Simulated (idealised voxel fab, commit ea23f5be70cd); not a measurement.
The process module presented herein is designated voxel self aligned contacts.
Each square cell in cross-section cut measures 5 nm, and the section as a whole is 270 nm wide.
Bands, listed from the top down, are how a cross-section gets written in this document; the cross-section itself is a grid of square cells, and a band is one or more rows of them.
In this notation a band is specified by the heights of its top and bottom, in that order and in nm, after which its materials appear from left to right, each paired with its width in nm. The word "all across" attached to a single material means that material fills the band from edge to edge; the word "air" stands for empty space.
Convention: height 0 is the level below which the wafer, as received, is all one material. The lowest band does not terminate at the bottom but continues downward, represented as "0 nm and below".
Read "30->40" as a graded width: first number on top, second number at the bottom, same change between each pair of neighbouring rows.
"identical to before" means the step left every cell of the cross-section as it was.
Any empty space of 8 cells or more lacking an open way to the top shows up in "Cavities, sealed" as width x height at distance, distance from the left edge, in nm.
That trailing text on a step's line, after the settings, is the simulator's own remark on the step.
The setting "overlay nm" may be written on the line of a step. When the step uses a mask, the value reports how far to the right of the planned place the mask lay, and a negative value reports that it lay to the left.

### This section lists the process steps that were planned
1,RECEIVE with material Si
2,OXIDIZE with depth nm 5
3,DIRECTIONAL_DEP with material polySi, thk nm 25
4,DIRECTIONAL_DEP with material SiN, thk nm 25
5,DIRECTIONAL_DEP with material aC, thk nm 15
6,PATTERN with tone cover, mask id GATE, material resist, width nm 35, pitch nm 80, thk nm 30, overlay nm 0
7,DIRECTIONAL_ETCH with etch materials aC, depth nm 15
8,STRIP with etch materials resist
9,DIRECTIONAL_ETCH with etch materials SiN, depth nm 25
10,DIRECTIONAL_ETCH with etch materials polySi, depth nm 25
11,STRIP with etch materials aC
12,CONFORMAL_DEP with material SiN, thk nm 10
13,DIRECTIONAL_ETCH with etch materials SiN, depth nm 10
14,FILL_DEP with material SiO2, thk nm 15
15,CMP with height nm 60
16,DIRECTIONAL_DEP with material aC, thk nm 10
17,PATTERN with tone open, mask id CONTACT, material resist, width nm 65, thk nm 25, overlay nm 0
18,DIRECTIONAL_ETCH with etch materials aC, depth nm 10
19,STRIP with etch materials resist
20,DIRECTIONAL_ETCH with etch materials SiO2, depth nm 65
21,STRIP with etch materials aC
22,CONFORMAL_DEP with material TiN, thk nm 5
23,FILL_DEP with material Ru, thk nm 10
24,CMP with height nm 60
25,CONFORMAL_DEP with material SiN, thk nm 5

### Cross-section, incoming material, after step 1
0 nm and below = Si all across
Cavities, sealed: none

### Here's the wafer cut in cross-section after the module, started and planned just like above, except one thing was done wrong in the run
65 nm to 60 nm = SiN all across
60 nm to 50 nm = SiO2 100  TiN 5->25  Ru 55->15  TiN 5->25  SiO2 105
50 nm to 25 nm = SiO2 65  SiN 55  TiN 5  Ru 15  TiN 5  SiN 55  SiO2 70
25 nm to 10 nm = SiO2 65  SiN 10  polySi 35  SiN 10  TiN 5  Ru 15  TiN 5  SiN 10  polySi 35  SiN 10  SiO2 70
10 nm to 5 nm = SiO2 65  SiN 10  polySi 35  SiN 10  TiN 25  SiN 10  polySi 35  SiN 10  SiO2 70
5 nm to 0 nm = SiO2 65  SiN 10  polySi 35  SiN 10  SiO2 25  SiN 10  polySi 35  SiN 10  SiO2 70
0 nm to -5 nm = SiO2 all across
-5 nm and below = Si all across
Cavities, sealed: none
The mistake made against the process plan was this: off-plan run, step 20, actual operation and settings DIRECTIONAL_ETCH with etch materials SiO2, depth nm 55
